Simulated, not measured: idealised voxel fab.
process module | voxel self aligned vias
cross-section cut | 215 nm wide | cells 5 nm
A cross-section is a grid of square cells, given in bands from the top down. A band is one or more rows of cells.
Each band's line starts with the height of the band's top and of its bottom, in nm. Then come its materials from left to right, each with its width in nm. One material with "throughout" fills the band from edge to edge. "air" is empty space.
Height 0 is the level under which the wafer as received is all one material. The lowest band goes on downwards, as in "0 down".
A width such as "30 to 40" changes by the same amount from each row of cells to the next, from the band's top row to its bottom row.
"no change" after a step means that no cell of the cross-section changed.
closed voids: empty space of 8 cells or more with no open way to the top, each as width x height at its distance from the left edge, in nm
after a step's settings: what the simulator itself notes on the step
overlay nm, on a step with a mask: how far to the right of its planned place the mask lay; to the left if negative
plan
1 op RECEIVE | material Si
2 op CONFORMAL_DEP | material SiO2 | thk nm 10
3 op CONFORMAL_DEP | material SiCN | thk nm 5
4 op DIRECTIONAL_DEP | material lowk | thk nm 20
5 op DIRECTIONAL_DEP | material aC | thk nm 15
6 op PATTERN | tone open | mask id LINES | material resist | width nm 30 | pitch nm 75 | thk nm 35 | overlay nm 0
7 op DIRECTIONAL_ETCH | etch materials aC | depth nm 15
8 op STRIP | etch materials resist
9 op DIRECTIONAL_ETCH | etch materials lowk | depth nm 20
10 op STRIP | etch materials aC
11 op CONFORMAL_DEP | material TiN | thk nm 5
12 op FILL_DEP | material Ru | thk nm 10
13 op CMP | height nm 35
14 op SELECTIVE_ETCH | etch materials W Ru TiN | depth nm 5
15 op FILL_DEP | material SiN | thk nm 5
16 op CMP | height nm 35
17 op DIRECTIONAL_DEP | material lowk | thk nm 15
18 op DIRECTIONAL_DEP | material aC | thk nm 15
19 op PATTERN | tone open | mask id VIAS | material resist | width nm 50 | pitch nm 75 | thk nm 30 | overlay nm 0
20 op DIRECTIONAL_ETCH | etch materials aC | depth nm 15
21 op STRIP | etch materials resist
22 op DIRECTIONAL_ETCH | etch materials lowk | depth nm 15
23 op DIRECTIONAL_ETCH | etch materials SiN | depth nm 5
24 op STRIP | etch materials aC
25 op CONFORMAL_DEP | material TiN | thk nm 5
26 op FILL_DEP | material Ru | thk nm 5
27 op CMP | height nm 50
28 op CONFORMAL_DEP | material SiCN | thk nm 5
as received, after step 1
  0 down: Si throughout
  closed voids: none
first wafer at the end, as planned
  55 to 50: SiCN throughout
  50 to 40: lowk 45 | TiN 5 | Ru 40 | TiN 5 | lowk 25 | TiN 5 | Ru 40 | TiN 5 | lowk 45
  40 to 35: lowk 45 | TiN 15 | Ru 20 | TiN 15 | lowk 25 | TiN 15 | Ru 20 | TiN 15 | lowk 45
  35 to 30: lowk 55 | TiN 30 | lowk 45 | TiN 30 | lowk 55
  30 to 20: lowk 55 | TiN 5 | Ru 20 | TiN 5 | lowk 45 | TiN 5 | Ru 20 | TiN 5 | lowk 55
  20 to 15: lowk 55 | TiN 30 | lowk 45 | TiN 30 | lowk 55
  15 to 10: SiCN throughout
  10 to 0: SiO2 throughout
  0 down: Si throughout
  closed voids: none
second wafer at the end: like start, like plan, one mistake
  55 to 50: SiCN throughout
  50 to 40: lowk 45 | TiN 5 | Ru 40 | TiN 5 | lowk 25 | TiN 5 | Ru 40 | TiN 5 | lowk 45
  40 to 35: lowk 45 | TiN 25 | Ru 20 | TiN 5 | lowk 25 | TiN 25 | Ru 20 | TiN 5 | lowk 45
  35 to 30: lowk 65 | TiN 30 | lowk 45 | TiN 30 | lowk 45
  30 to 20: lowk 65 | TiN 5 | Ru 20 | TiN 5 | lowk 45 | TiN 5 | Ru 20 | TiN 5 | lowk 45
  20 to 15: lowk 65 | TiN 30 | lowk 45 | TiN 30 | lowk 45
  15 to 10: SiCN throughout
  10 to 0: SiO2 throughout
  0 down: Si throughout
  closed voids: none
what went wrong: step 6 ran as: op PATTERN | tone open | mask id LINES | material resist | width nm 30 | pitch nm 75 | thk nm 35 | overlay nm 10
at the end the second wafer has, in cells: as many of each material as the first, in other places
